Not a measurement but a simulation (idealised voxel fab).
Presented below is a process module, voxel wiring stack.
Displayed cross-section: cut, width of 270 nm, square cells sized 5 nm.
Cross-section spec: square-cell grid; bands listed top down; each band is one or more rows.
The entry gives the band's vertical extent as a top height and a bottom height in nm, then its horizontal make-up as materials from left to right, each with a width in nm. "air" stands for empty space; a single material marked "all across" fills the band edge to edge.
The level at which height equals 0 is the one under which the wafer, as it arrives, is entirely one material. No lower edge exists for the bottom band, which continues downward and is notated as in "0 down".
The two numbers in a width such as "30 to 40" mark its ends across the band: the first belongs to the top row of cells, the second to the bottom row, and from each row to the next the width moves by the same amount.
Basically "remains unaltered" means that step didn't change any cell in the cross-section.
Empty spaces without an open route to the top, at least 8 cells in extent, make up the entry "Cavities, closed"; each is given as width x height at distance, where the distance is measured from the left edge, and all are in nm.
after a step's settings: what the simulator itself notes on the step
On any step carrying a mask, the "overlay nm" setting, if present on the step's line, tells how far right of its planned place the mask lay; negative values point to the left.
Pairs, read this way: before one process step on the one hand, after it on the other, the after cross-section ending at the lowest band that changed; the step between, settings included, beneath. Same starting wafer throughout, but possibly different runs of this module, so no pair continues from the pair above unless its entry headed "Pre-step condition" says so.

Pre-step condition:
  70 to 50 = 30 nm lowk / 30 nm air / 30 nm lowk / 30 nm air / 30 nm lowk / 30 nm air / 30 nm lowk / 30 nm air / 30 nm lowk
  50 to 40 = 30 nm lowk / 15 nm air / 45 nm lowk / 15 nm air / 45 nm lowk / 15 nm air / 45 nm lowk / 15 nm air / 45 nm lowk
  40 to 35 = 30 nm SiCN / 15 nm air / 45 nm SiCN / 15 nm air / 45 nm SiCN / 15 nm air / 45 nm SiCN / 15 nm air / 45 nm SiCN
  35 to 30 = 35 nm TiN / 20 nm Cu / 40 nm TiN / 20 nm Cu / 40 nm TiN / 20 nm Cu / 40 nm TiN / 20 nm Cu / 35 nm TiN
  30 to 20 = 30 nm lowk / 5 nm TiN / 20 nm Cu / 5 nm TiN / 30 nm lowk / 5 nm TiN / 20 nm Cu / 5 nm TiN / 30 nm lowk / 5 nm TiN / 20 nm Cu / 5 nm TiN / 30 nm lowk / 5 nm TiN / 20 nm Cu / 5 nm TiN / 30 nm lowk
  20 to 15 = 30 nm lowk / 30 nm TiN / 30 nm lowk / 30 nm TiN / 30 nm lowk / 30 nm TiN / 30 nm lowk / 30 nm TiN / 30 nm lowk
  15 to 0 = SiO2 all across
  0 down = Si all across
  Cavities, closed: none

After:
  75 to 70 = 35 nm TiN / 20 nm air / 40 nm TiN / 20 nm air / 40 nm TiN / 20 nm air / 40 nm TiN / 20 nm air / 35 nm TiN
  70 to 55 = 30 nm lowk / 5 nm TiN / 20 nm air / 5 nm TiN / 30 nm lowk / 5 nm TiN / 20 nm air / 5 nm TiN / 30 nm lowk / 5 nm TiN / 20 nm air / 5 nm TiN / 30 nm lowk / 5 nm TiN / 20 nm air / 5 nm TiN / 30 nm lowk
  55 to 50 = 30 nm lowk / 5 nm TiN / 5 nm air / 20 nm TiN / 30 nm lowk / 5 nm TiN / 5 nm air / 20 nm TiN / 30 nm lowk / 5 nm TiN / 5 nm air / 20 nm TiN / 30 nm lowk / 5 nm TiN / 5 nm air / 20 nm TiN / 30 nm lowk
  50 to 40 = 30 nm lowk / 5 nm TiN / 5 nm air / 5 nm TiN / 45 nm lowk / 5 nm TiN / 5 nm air / 5 nm TiN / 45 nm lowk / 5 nm TiN / 5 nm air / 5 nm TiN / 45 nm lowk / 5 nm TiN / 5 nm air / 5 nm TiN / 45 nm lowk
  40 to 35 = 30 nm SiCN / 15 nm TiN / 45 nm SiCN / 15 nm TiN / 45 nm SiCN / 15 nm TiN / 45 nm SiCN / 15 nm TiN / 45 nm SiCN
  below 35: unchanged
  Cavities, closed: none
Operation between the pre and post cross-sections above: CONFORMAL_DEP (material TiN; thk nm 5)

Pre-step condition: look at the pair above, its after cross-section is where this step starts.

After:
  80 to 75 = Cu all across
  75 to 70 = 35 nm TiN / 20 nm Cu / 40 nm TiN / 20 nm Cu / 40 nm TiN / 20 nm Cu / 40 nm TiN / 20 nm Cu / 35 nm TiN
  70 to 55 = 30 nm lowk / 5 nm TiN / 20 nm Cu / 5 nm TiN / 30 nm lowk / 5 nm TiN / 20 nm Cu / 5 nm TiN / 30 nm lowk / 5 nm TiN / 20 nm Cu / 5 nm TiN / 30 nm lowk / 5 nm TiN / 20 nm Cu / 5 nm TiN / 30 nm lowk
  55 to 50 = 30 nm lowk / 5 nm TiN / 5 nm Cu / 20 nm TiN / 30 nm lowk / 5 nm TiN / 5 nm Cu / 20 nm TiN / 30 nm lowk / 5 nm TiN / 5 nm Cu / 20 nm TiN / 30 nm lowk / 5 nm TiN / 5 nm Cu / 20 nm TiN / 30 nm lowk
  50 to 40 = 30 nm lowk / 5 nm TiN / 5 nm Cu / 5 nm TiN / 45 nm lowk / 5 nm TiN / 5 nm Cu / 5 nm TiN / 45 nm lowk / 5 nm TiN / 5 nm Cu / 5 nm TiN / 45 nm lowk / 5 nm TiN / 5 nm Cu / 5 nm TiN / 45 nm lowk
  below 40: unchanged
  Cavities, closed: none
Operation between the pre and post cross-sections above: FILL_DEP (material Cu; thk nm 5)

Pre-step condition: look at the pair above, its after cross-section is where this step starts.

After:
  70 to 55 = 30 nm lowk / 5 nm TiN / 20 nm Cu / 5 nm TiN / 30 nm lowk / 5 nm TiN / 20 nm Cu / 5 nm TiN / 30 nm lowk / 5 nm TiN / 20 nm Cu / 5 nm TiN / 30 nm lowk / 5 nm TiN / 20 nm Cu / 5 nm TiN / 30 nm lowk
  below 55: unchanged
  Cavities, closed: none
Operation between the pre and post cross-sections above: CMP (height nm 70)

Pre-step condition: look at the pair above, its after cross-section is where this step starts.

After:
  75 to 70 = SiCN all across
  below 70: unchanged
  Cavities, closed: none
Operation between the pre and post cross-sections above: CONFORMAL_DEP (material SiCN; thk nm 5)

Pre-step condition: look at the pair above, its after cross-section is where this step starts.

After:
  105 to 75 = lowk all across
  below 75: unchanged
  Cavities, closed: none
Operation between the pre and post cross-sections above: DIRECTIONAL_DEP (material lowk; thk nm 30)

Pre-step condition: look at the pair above, its after cross-section is where this step starts.

After:
  115 to 105 = aC all across
  below 105: unchanged
  Cavities, closed: none
Operation between the pre and post cross-sections above: DIRECTIONAL_DEP (material aC; thk nm 10)

Pre-step condition: look at the pair above, its after cross-section is where this step starts.

After:
  140 to 115 = 30 nm resist / 15 nm air / 105 nm resist / 15 nm air / 105 nm resist
  below 115: unchanged
  Cavities, closed: none
Operation between the pre and post cross-sections above: PATTERN (tone open; mask id METAL_3_HOLES; material resist; width nm 15; pitch nm 120; thk nm 25; overlay nm 0)

Pre-step condition: look at the pair above, its after cross-section is where this step starts.

After:
  130 to 115 = 30 nm resist / 15 nm air / 105 nm resist / 15 nm air / 105 nm resist
  115 to 105 = 30 nm aC / 15 nm air / 105 nm aC / 15 nm air / 105 nm aC
  below 105: unchanged
  Cavities, closed: none
Operation between the pre and post cross-sections above: DIRECTIONAL_ETCH (etch materials aC; depth nm 10)

Pre-step condition: look at the pair above, its after cross-section is where this step starts.

After:
  115 to 105 = 30 nm aC / 15 nm air / 105 nm aC / 15 nm air / 105 nm aC
  below 105: unchanged
  Cavities, closed: none
Operation between the pre and post cross-sections above: STRIP (etch materials resist)

Pre-step condition: look at the pair above, its after cross-section is where this step starts.

After:
  115 to 105 = 30 nm aC / 15 nm air / 105 nm aC / 15 nm air / 105 nm aC
  105 to 75 = 30 nm lowk / 15 nm air / 105 nm lowk / 15 nm air / 105 nm lowk
  below 75: unchanged
  Cavities, closed: none
Operation between the pre and post cross-sections above: DIRECTIONAL_ETCH (etch materials lowk; depth nm 30)

Pre-step condition: look at the pair above, its after cross-section is where this step starts.

After:
  105 to 75 = 30 nm lowk / 15 nm air / 105 nm lowk / 15 nm air / 105 nm lowk
  below 75: unchanged
  Cavities, closed: none
Operation between the pre and post cross-sections above: STRIP (etch materials aC)

Pre-step condition: look at the pair above, its after cross-section is where this step starts.

After:
  115 to 105 = 30 nm aC / 15 nm air / 105 nm aC / 15 nm air / 105 nm aC
  105 to 85 = 30 nm lowk / 15 nm air / 105 nm lowk / 15 nm air / 105 nm lowk
  85 to 75 = 30 nm lowk / 15 nm aC / 105 nm lowk / 15 nm aC / 105 nm lowk
  below 75: unchanged
  Cavities, closed: none
Operation between the pre and post cross-sections above: DIRECTIONAL_DEP (material aC; thk nm 10)

Pre-step condition: look at the pair above, its after cross-section is where this step starts.

After:
  140 to 115 = 30 nm resist / 30 nm air / 30 nm resist / 30 nm air / 30 nm resist / 30 nm air / 30 nm resist / 30 nm air / 30 nm resist
  below 115: unchanged
  Cavities, closed: none
Operation between the pre and post cross-sections above: PATTERN (tone open; mask id METAL_3; material resist; width nm 30; pitch nm 60; thk nm 25; overlay nm 0)

Pre-step condition: look at the pair above, its after cross-section is where this step starts.

After:
  130 to 115 = 30 nm resist / 30 nm air / 30 nm resist / 30 nm air / 30 nm resist / 30 nm air / 30 nm resist / 30 nm air / 30 nm resist
  115 to 105 = 30 nm aC / 30 nm air / 30 nm aC / 30 nm air / 30 nm aC / 30 nm air / 30 nm aC / 30 nm air / 30 nm aC
  105 to 75 = 30 nm lowk / 15 nm air / 105 nm lowk / 15 nm air / 105 nm lowk
  below 75: unchanged
  Cavities, closed: none
Operation between the pre and post cross-sections above: DIRECTIONAL_ETCH (etch materials aC; depth nm 10)

Pre-step condition: look at the pair above, its after cross-section is where this step starts.

After:
  115 to 105 = 30 nm aC / 30 nm air / 30 nm aC / 30 nm air / 30 nm aC / 30 nm air / 30 nm aC / 30 nm air / 30 nm aC
  below 105: unchanged
  Cavities, closed: none
Operation between the pre and post cross-sections above: STRIP (etch materials resist)

Pre-step condition: look at the pair above, its after cross-section is where this step starts.

After:
  115 to 105 = 30 nm aC / 30 nm air / 30 nm aC / 30 nm air / 30 nm aC / 30 nm air / 30 nm aC / 30 nm air / 30 nm aC
  105 to 90 = 30 nm lowk / 30 nm air / 30 nm lowk / 30 nm air / 30 nm lowk / 30 nm air / 30 nm lowk / 30 nm air / 30 nm lowk
  below 90: unchanged
  Cavities, closed: none
Operation between the pre and post cross-sections above: DIRECTIONAL_ETCH (etch materials lowk; depth nm 15)

Pre-step condition: look at the pair above, its after cross-section is where this step starts.

After:
  115 to 105 = 30 nm aC / 30 nm air / 30 nm aC / 30 nm air / 30 nm aC / 30 nm air / 30 nm aC / 30 nm air / 30 nm aC
  105 to 90 = 30 nm lowk / 30 nm air / 30 nm lowk / 30 nm air / 30 nm lowk / 30 nm air / 30 nm lowk / 30 nm air / 30 nm lowk
  90 to 75 = 30 nm lowk / 15 nm air / 105 nm lowk / 15 nm air / 105 nm lowk
  75 to 70 = 30 nm SiCN / 15 nm air / 105 nm SiCN / 15 nm air / 105 nm SiCN
  below 70: unchanged
  Cavities, closed: none
Operation between the pre and post cross-sections above: DIRECTIONAL_ETCH (etch materials SiCN; depth nm 5)

Pre-step condition: look at the pair above, its after cross-section is where this step starts.

After:
  105 to 90 = 30 nm lowk / 30 nm air / 30 nm lowk / 30 nm air / 30 nm lowk / 30 nm air / 30 nm lowk / 30 nm air / 30 nm lowk
  below 90: unchanged
  Cavities, closed: none
Operation between the pre and post cross-sections above: STRIP (etch materials aC)

Pre-step condition: look at the pair above, its after cross-section is where this step starts.

After:
  110 to 105 = 35 nm TiN / 20 nm air / 40 nm TiN / 20 nm air / 40 nm TiN / 20 nm air / 40 nm TiN / 20 nm air / 35 nm TiN
  105 to 95 = 30 nm lowk / 5 nm TiN / 20 nm air / 5 nm TiN / 30 nm lowk / 5 nm TiN / 20 nm air / 5 nm TiN / 30 nm lowk / 5 nm TiN / 20 nm air / 5 nm TiN / 30 nm lowk / 5 nm TiN / 20 nm air / 5 nm TiN / 30 nm lowk
  95 to 90 = 30 nm lowk / 5 nm TiN / 5 nm air / 20 nm TiN / 30 nm lowk / 30 nm TiN / 30 nm lowk / 5 nm TiN / 5 nm air / 20 nm TiN / 30 nm lowk / 30 nm TiN / 30 nm lowk
  90 to 75 = 30 nm lowk / 5 nm TiN / 5 nm air / 5 nm TiN / 105 nm lowk / 5 nm TiN / 5 nm air / 5 nm TiN / 105 nm lowk
  75 to 70 = 30 nm SiCN / 15 nm TiN / 105 nm SiCN / 15 nm TiN / 105 nm SiCN
  below 70: unchanged
  Cavities, closed: none
Operation between the pre and post cross-sections above: CONFORMAL_DEP (material TiN; thk nm 5)

Pre-step condition: look at the pair above, its after cross-section is where this step starts.

After:
  115 to 110 = Cu all across
  110 to 105 = 35 nm TiN / 20 nm Cu / 40 nm TiN / 20 nm Cu / 40 nm TiN / 20 nm Cu / 40 nm TiN / 20 nm Cu / 35 nm TiN
  105 to 95 = 30 nm lowk / 5 nm TiN / 20 nm Cu / 5 nm TiN / 30 nm lowk / 5 nm TiN / 20 nm Cu / 5 nm TiN / 30 nm lowk / 5 nm TiN / 20 nm Cu / 5 nm TiN / 30 nm lowk / 5 nm TiN / 20 nm Cu / 5 nm TiN / 30 nm lowk
  95 to 90 = 30 nm lowk / 5 nm TiN / 5 nm Cu / 20 nm TiN / 30 nm lowk / 30 nm TiN / 30 nm lowk / 5 nm TiN / 5 nm Cu / 20 nm TiN / 30 nm lowk / 30 nm TiN / 30 nm lowk
  90 to 75 = 30 nm lowk / 5 nm TiN / 5 nm Cu / 5 nm TiN / 105 nm lowk / 5 nm TiN / 5 nm Cu / 5 nm TiN / 105 nm lowk
  below 75: unchanged
  Cavities, closed: none
Operation between the pre and post cross-sections above: FILL_DEP (material Cu; thk nm 5)

Pre-step condition: look at the pair above, its after cross-section is where this step starts.

After:
  105 to 95 = 30 nm lowk / 5 nm TiN / 20 nm Cu / 5 nm TiN / 30 nm lowk / 5 nm TiN / 20 nm Cu / 5 nm TiN / 30 nm lowk / 5 nm TiN / 20 nm Cu / 5 nm TiN / 30 nm lowk / 5 nm TiN / 20 nm Cu / 5 nm TiN / 30 nm lowk
  below 95: unchanged
  Cavities, closed: none
Operation between the pre and post cross-sections above: CMP (height nm 105)

Pre-step condition: look at the pair above, its after cross-section is where this step starts.

After:
  110 to 105 = SiCN all across
  below 105: unchanged
  Cavities, closed: none
Operation between the pre and post cross-sections above: CONFORMAL_DEP (material SiCN; thk nm 5)

Pre-step condition:
  115 to 105 = 30 nm aC / 30 nm air / 30 nm aC / 30 nm air / 30 nm aC / 30 nm air / 30 nm aC / 30 nm air / 30 nm aC
  105 to 90 = 30 nm lowk / 30 nm air / 30 nm lowk / 30 nm air / 30 nm lowk / 30 nm air / 30 nm lowk / 30 nm air / 30 nm lowk
  90 to 75 = 30 nm lowk / 15 nm air / 105 nm lowk / 15 nm air / 105 nm lowk
  75 to 70 = SiCN all across
  70 to 55 = 30 nm lowk / 5 nm TiN / 20 nm Cu / 5 nm TiN / 30 nm lowk / 5 nm TiN / 20 nm Cu / 5 nm TiN / 30 nm lowk / 5 nm TiN / 20 nm Cu / 5 nm TiN / 30 nm lowk / 5 nm TiN / 20 nm Cu / 5 nm TiN / 30 nm lowk
  55 to 50 = 30 nm lowk / 5 nm TiN / 5 nm Cu / 20 nm TiN / 30 nm lowk / 5 nm TiN / 5 nm Cu / 20 nm TiN / 30 nm lowk / 5 nm TiN / 5 nm Cu / 20 nm TiN / 30 nm lowk / 5 nm TiN / 5 nm Cu / 20 nm TiN / 30 nm lowk
  50 to 40 = 30 nm lowk / 5 nm TiN / 5 nm Cu / 5 nm TiN / 45 nm lowk / 5 nm TiN / 5 nm Cu / 5 nm TiN / 45 nm lowk / 5 nm TiN / 5 nm Cu / 5 nm TiN / 45 nm lowk / 5 nm TiN / 5 nm Cu / 5 nm TiN / 45 nm lowk
  40 to 35 = 30 nm SiCN / 15 nm TiN / 45 nm SiCN / 15 nm TiN / 45 nm SiCN / 15 nm TiN / 45 nm SiCN / 15 nm TiN / 45 nm SiCN
  35 to 20 = 30 nm lowk / 5 nm TiN / 20 nm Cu / 5 nm TiN / 30 nm lowk / 5 nm TiN / 20 nm Cu / 5 nm TiN / 30 nm lowk / 5 nm TiN / 20 nm Cu / 5 nm TiN / 30 nm lowk / 5 nm TiN / 20 nm Cu / 5 nm TiN / 30 nm lowk
  20 to 15 = 30 nm SiN / 30 nm TiN / 30 nm SiN / 30 nm TiN / 30 nm SiN / 30 nm TiN / 30 nm SiN / 30 nm TiN / 30 nm SiN
  15 to 0 = SiO2 all across
  0 down = Si all across
  Cavities, closed: none

After:
  115 to 105 = 30 nm aC / 30 nm air / 30 nm aC / 30 nm air / 30 nm aC / 30 nm air / 30 nm aC / 30 nm air / 30 nm aC
  105 to 75 = 30 nm lowk / 30 nm air / 30 nm lowk / 30 nm air / 30 nm lowk / 30 nm air / 30 nm lowk / 30 nm air / 30 nm lowk
  below 75: unchanged
  Cavities, closed: none
Operation between the pre and post cross-sections above: DIRECTIONAL_ETCH (etch materials lowk; depth nm 15)

Pre-step condition: look at the pair above, its after cross-section is where this step starts.

After:
  115 to 105 = 30 nm aC / 30 nm air / 30 nm aC / 30 nm air / 30 nm aC / 30 nm air / 30 nm aC / 30 nm air / 30 nm aC
  105 to 75 = 30 nm lowk / 30 nm air / 30 nm lowk / 30 nm air / 30 nm lowk / 30 nm air / 30 nm lowk / 30 nm air / 30 nm lowk
  75 to 70 = 30 nm SiCN / 30 nm air / 30 nm SiCN / 30 nm air / 30 nm SiCN / 30 nm air / 30 nm SiCN / 30 nm air / 30 nm SiCN
  below 70: unchanged
  Cavities, closed: none
Operation between the pre and post cross-sections above: DIRECTIONAL_ETCH (etch materials SiCN; depth nm 5)

Pre-step condition: look at the pair above, its after cross-section is where this step starts.

After:
  105 to 75 = 30 nm lowk / 30 nm air / 30 nm lowk / 30 nm air / 30 nm lowk / 30 nm air / 30 nm lowk / 30 nm air / 30 nm lowk
  below 75: unchanged
  Cavities, closed: none
Operation between the pre and post cross-sections above: STRIP (etch materials aC)

Pre-step condition: look at the pair above, its after cross-section is where this step starts.

After:
  110 to 105 = 35 nm TiN / 20 nm air / 40 nm TiN / 20 nm air / 40 nm TiN / 20 nm air / 40 nm TiN / 20 nm air / 35 nm TiN
  105 to 75 = 30 nm lowk / 5 nm TiN / 20 nm air / 5 nm TiN / 30 nm lowk / 5 nm TiN / 20 nm air / 5 nm TiN / 30 nm lowk / 5 nm TiN / 20 nm air / 5 nm TiN / 30 nm lowk / 5 nm TiN / 20 nm air / 5 nm TiN / 30 nm lowk
  75 to 70 = 30 nm SiCN / 30 nm TiN / 30 nm SiCN / 30 nm TiN / 30 nm SiCN / 30 nm TiN / 30 nm SiCN / 30 nm TiN / 30 nm SiCN
  below 70: unchanged
  Cavities, closed: none
Operation between the pre and post cross-sections above: CONFORMAL_DEP (material TiN; thk nm 5)

Pre-step condition: look at the pair above, its after cross-section is where this step starts.

After:
  115 to 110 = Cu all across
  110 to 105 = 35 nm TiN / 20 nm Cu / 40 nm TiN / 20 nm Cu / 40 nm TiN / 20 nm Cu / 40 nm TiN / 20 nm Cu / 35 nm TiN
  105 to 75 = 30 nm lowk / 5 nm TiN / 20 nm Cu / 5 nm TiN / 30 nm lowk / 5 nm TiN / 20 nm Cu / 5 nm TiN / 30 nm lowk / 5 nm TiN / 20 nm Cu / 5 nm TiN / 30 nm lowk / 5 nm TiN / 20 nm Cu / 5 nm TiN / 30 nm lowk
  below 75: unchanged
  Cavities, closed: none
Operation between the pre and post cross-sections above: FILL_DEP (material Cu; thk nm 5)

Pre-step condition: look at the pair above, its after cross-section is where this step starts.

After:
  105 to 75 = 30 nm lowk / 5 nm TiN / 20 nm Cu / 5 nm TiN / 30 nm lowk / 5 nm TiN / 20 nm Cu / 5 nm TiN / 30 nm lowk / 5 nm TiN / 20 nm Cu / 5 nm TiN / 30 nm lowk / 5 nm TiN / 20 nm Cu / 5 nm TiN / 30 nm lowk
  below 75: unchanged
  Cavities, closed: none
Operation between the pre and post cross-sections above: CMP (height nm 105)

Pre-step condition: look at the pair above, its after cross-section is where this step starts.

After:
  110 to 105 = SiCN all across
  below 105: unchanged
  Cavities, closed: none
Operation between the pre and post cross-sections above: CONFORMAL_DEP (material SiCN; thk nm 5)

Pre-step condition:
  30 to 15 = lowk all across
  15 to 0 = SiO2 all across
  0 down = Si all across
  Cavities, closed: none

After:
  35 to 30 = SiN all across
  below 30: unchanged
  Cavities, closed: none
Operation between the pre and post cross-sections above: CONFORMAL_DEP (material SiN; thk nm 5)

Pre-step condition: look at the pair above, its after cross-section is where this step starts.

After:
  55 to 35 = 30 nm resist / 30 nm air / 30 nm resist / 30 nm air / 30 nm resist / 30 nm air / 30 nm resist / 30 nm air / 30 nm resist
  below 35: unchanged
  Cavities, closed: none
Operation between the pre and post cross-sections above: PATTERN (tone open; mask id METAL_1; material resist; width nm 30; pitch nm 60; thk nm 20; overlay nm 0)

Pre-step condition: look at the pair above, its after cross-section is where this step starts.

After:
  55 to 35 = 30 nm resist / 30 nm air / 30 nm resist / 30 nm air / 30 nm resist / 30 nm air / 30 nm resist / 30 nm air / 30 nm resist
  35 to 30 = 30 nm SiN / 30 nm air / 30 nm SiN / 30 nm air / 30 nm SiN / 30 nm air / 30 nm SiN / 30 nm air / 30 nm SiN
  below 30: unchanged
  Cavities, closed: none
Operation between the pre and post cross-sections above: DIRECTIONAL_ETCH (etch materials SiN; depth nm 5)

Pre-step condition: look at the pair above, its after cross-section is where this step starts.

After:
  35 to 30 = 30 nm SiN / 30 nm air / 30 nm SiN / 30 nm air / 30 nm SiN / 30 nm air / 30 nm SiN / 30 nm air / 30 nm SiN
  below 30: unchanged
  Cavities, closed: none
Operation between the pre and post cross-sections above: STRIP (etch materials resist)

Pre-step condition: look at the pair above, its after cross-section is where this step starts.

After:
  40 to 35 = 35 nm TiN / 20 nm air / 40 nm TiN / 20 nm air / 40 nm TiN / 20 nm air / 40 nm TiN / 20 nm air / 35 nm TiN
  35 to 30 = 30 nm SiN / 30 nm TiN / 30 nm SiN / 30 nm TiN / 30 nm SiN / 30 nm TiN / 30 nm SiN / 30 nm TiN / 30 nm SiN
  below 30: unchanged
  Cavities, closed: none
Operation between the pre and post cross-sections above: CONFORMAL_DEP (material TiN; thk nm 5)

Pre-step condition: look at the pair above, its after cross-section is where this step starts.

After:
  45 to 40 = Cu all across
  40 to 35 = 35 nm TiN / 20 nm Cu / 40 nm TiN / 20 nm Cu / 40 nm TiN / 20 nm Cu / 40 nm TiN / 20 nm Cu / 35 nm TiN
  below 35: unchanged
  Cavities, closed: none
Operation between the pre and post cross-sections above: FILL_DEP (material Cu; thk nm 5)

Pre-step condition: look at the pair above, its after cross-section is where this step starts.

After:
  35 to 30 = 30 nm SiN / 30 nm TiN / 30 nm SiN / 30 nm TiN / 30 nm SiN / 30 nm TiN / 30 nm SiN / 30 nm TiN / 30 nm SiN
  below 30: unchanged
  Cavities, closed: none
Operation between the pre and post cross-sections above: CMP (height nm 35)

Pre-step condition: look at the pair above, its after cross-section is where this step starts.

After:
  40 to 35 = SiCN all across
  below 35: unchanged
  Cavities, closed: none
Operation between the pre and post cross-sections above: CONFORMAL_DEP (material SiCN; thk nm 5)

Pre-step condition: look at the pair above, its after cross-section is where this step starts.

After:
  70 to 40 = lowk all across
  below 40: unchanged
  Cavities, closed: none
Operation between the pre and post cross-sections above: DIRECTIONAL_DEP (material lowk; thk nm 30)

Pre-step condition: look at the pair above, its after cross-section is where this step starts.

After:
  80 to 70 = aC all across
  below 70: unchanged
  Cavities, closed: none
Operation between the pre and post cross-sections above: DIRECTIONAL_DEP (material aC; thk nm 10)

Pre-step condition: look at the pair above, its after cross-section is where this step starts.

After:
  105 to 80 = 30 nm resist / 30 nm air / 30 nm resist / 30 nm air / 30 nm resist / 30 nm air / 30 nm resist / 30 nm air / 30 nm resist
  below 80: unchanged
  Cavities, closed: none
Operation between the pre and post cross-sections above: PATTERN (tone open; mask id METAL_2; material resist; width nm 30; pitch nm 60; thk nm 25; overlay nm 0)

Pre-step condition: look at the pair above, its after cross-section is where this step starts.

After:
  95 to 80 = 30 nm resist / 30 nm air / 30 nm resist / 30 nm air / 30 nm resist / 30 nm air / 30 nm resist / 30 nm air / 30 nm resist
  80 to 70 = 30 nm aC / 30 nm air / 30 nm aC / 30 nm air / 30 nm aC / 30 nm air / 30 nm aC / 30 nm air / 30 nm aC
  below 70: unchanged
  Cavities, closed: none
Operation between the pre and post cross-sections above: DIRECTIONAL_ETCH (etch materials aC; depth nm 10)

Pre-step condition: look at the pair above, its after cross-section is where this step starts.

After:
  80 to 70 = 30 nm aC / 30 nm air / 30 nm aC / 30 nm air / 30 nm aC / 30 nm air / 30 nm aC / 30 nm air / 30 nm aC
  below 70: unchanged
  Cavities, closed: none
Operation between the pre and post cross-sections above: STRIP (etch materials resist)

Pre-step condition: look at the pair above, its after cross-section is where this step starts.

After:
  80 to 70 = 30 nm aC / 30 nm air / 30 nm aC / 30 nm air / 30 nm aC / 30 nm air / 30 nm aC / 30 nm air / 30 nm aC
  70 to 50 = 30 nm lowk / 30 nm air / 30 nm lowk / 30 nm air / 30 nm lowk / 30 nm air / 30 nm lowk / 30 nm air / 30 nm lowk
  below 50: unchanged
  Cavities, closed: none
Operation between the pre and post cross-sections above: DIRECTIONAL_ETCH (etch materials lowk; depth nm 20)

Pre-step condition: look at the pair above, its after cross-section is where this step starts.

After:
  70 to 50 = 30 nm lowk / 30 nm air / 30 nm lowk / 30 nm air / 30 nm lowk / 30 nm air / 30 nm lowk / 30 nm air / 30 nm lowk
  below 50: unchanged
  Cavities, closed: none
Operation between the pre and post cross-sections above: STRIP (etch materials aC)

Pre-step condition: look at the pair above, its after cross-section is where this step starts.

After:
  70 to 50 = 30 nm lowk / 30 nm air / 30 nm lowk / 30 nm air / 30 nm lowk / 30 nm air / 30 nm lowk / 30 nm air / 30 nm lowk
  50 to 40 = 30 nm lowk / 15 nm air / 45 nm lowk / 15 nm air / 45 nm lowk / 15 nm air / 45 nm lowk / 15 nm air / 45 nm lowk
  below 40: unchanged
  Cavities, closed: none
Operation between the pre and post cross-sections above: MASKED_ETCH (tone open; mask id METAL_2_HOLES; width nm 15; pitch nm 60; etch materials lowk; depth nm 10; overlay nm 0)

Pre-step condition: look at the pair above, its after cross-section is where this step starts.

After:
  70 to 50 = 30 nm lowk / 30 nm air / 30 nm lowk / 30 nm air / 30 nm lowk / 30 nm air / 30 nm lowk / 30 nm air / 30 nm lowk
  50 to 40 = 30 nm lowk / 15 nm air / 45 nm lowk / 15 nm air / 45 nm lowk / 15 nm air / 45 nm lowk / 15 nm air / 45 nm lowk
  40 to 35 = 30 nm SiCN / 15 nm air / 45 nm SiCN / 15 nm air / 45 nm SiCN / 15 nm air / 45 nm SiCN / 15 nm air / 45 nm SiCN
  below 35: unchanged
  Cavities, closed: none
Operation between the pre and post cross-sections above: MASKED_ETCH (tone open; mask id METAL_2_HOLES; width nm 15; pitch nm 60; etch materials SiCN; depth nm 5; overlay nm 0)

Pre-step condition: look at the pair above, its after cross-section is where this step starts.

After:
  75 to 70 = 35 nm TiN / 20 nm air / 40 nm TiN / 20 nm air / 40 nm TiN / 20 nm air / 40 nm TiN / 20 nm air / 35 nm TiN
  70 to 55 = 30 nm lowk / 5 nm TiN / 20 nm air / 5 nm TiN / 30 nm lowk / 5 nm TiN / 20 nm air / 5 nm TiN / 30 nm lowk / 5 nm TiN / 20 nm air / 5 nm TiN / 30 nm lowk / 5 nm TiN / 20 nm air / 5 nm TiN / 30 nm lowk
  55 to 50 = 30 nm lowk / 5 nm TiN / 5 nm air / 20 nm TiN / 30 nm lowk / 5 nm TiN / 5 nm air / 20 nm TiN / 30 nm lowk / 5 nm TiN / 5 nm air / 20 nm TiN / 30 nm lowk / 5 nm TiN / 5 nm air / 20 nm TiN / 30 nm lowk
  50 to 40 = 30 nm lowk / 5 nm TiN / 5 nm air / 5 nm TiN / 45 nm lowk / 5 nm TiN / 5 nm air / 5 nm TiN / 45 nm lowk / 5 nm TiN / 5 nm air / 5 nm TiN / 45 nm lowk / 5 nm TiN / 5 nm air / 5 nm TiN / 45 nm lowk
  40 to 35 = 30 nm SiCN / 15 nm TiN / 45 nm SiCN / 15 nm TiN / 45 nm SiCN / 15 nm TiN / 45 nm SiCN / 15 nm TiN / 45 nm SiCN
  below 35: unchanged
  Cavities, closed: none
Operation between the pre and post cross-sections above: CONFORMAL_DEP (material TiN; thk nm 5)

Pre-step condition: look at the pair above, its after cross-section is where this step starts.

After:
  80 to 75 = Cu all across
  75 to 70 = 35 nm TiN / 20 nm Cu / 40 nm TiN / 20 nm Cu / 40 nm TiN / 20 nm Cu / 40 nm TiN / 20 nm Cu / 35 nm TiN
  70 to 55 = 30 nm lowk / 5 nm TiN / 20 nm Cu / 5 nm TiN / 30 nm lowk / 5 nm TiN / 20 nm Cu / 5 nm TiN / 30 nm lowk / 5 nm TiN / 20 nm Cu / 5 nm TiN / 30 nm lowk / 5 nm TiN / 20 nm Cu / 5 nm TiN / 30 nm lowk
  55 to 50 = 30 nm lowk / 5 nm TiN / 5 nm Cu / 20 nm TiN / 30 nm lowk / 5 nm TiN / 5 nm Cu / 20 nm TiN / 30 nm lowk / 5 nm TiN / 5 nm Cu / 20 nm TiN / 30 nm lowk / 5 nm TiN / 5 nm Cu / 20 nm TiN / 30 nm lowk
  50 to 40 = 30 nm lowk / 5 nm TiN / 5 nm Cu / 5 nm TiN / 45 nm lowk / 5 nm TiN / 5 nm Cu / 5 nm TiN / 45 nm lowk / 5 nm TiN / 5 nm Cu / 5 nm TiN / 45 nm lowk / 5 nm TiN / 5 nm Cu / 5 nm TiN / 45 nm lowk
  below 40: unchanged
  Cavities, closed: none
Operation between the pre and post cross-sections above: FILL_DEP (material Cu; thk nm 5)

Pre-step condition: look at the pair above, its after cross-section is where this step starts.

After:
  70 to 55 = 30 nm lowk / 5 nm TiN / 20 nm Cu / 5 nm TiN / 30 nm lowk / 5 nm TiN / 20 nm Cu / 5 nm TiN / 30 nm lowk / 5 nm TiN / 20 nm Cu / 5 nm TiN / 30 nm lowk / 5 nm TiN / 20 nm Cu / 5 nm TiN / 30 nm lowk
  below 55: unchanged
  Cavities, closed: none
Operation between the pre and post cross-sections above: CMP (height nm 70)
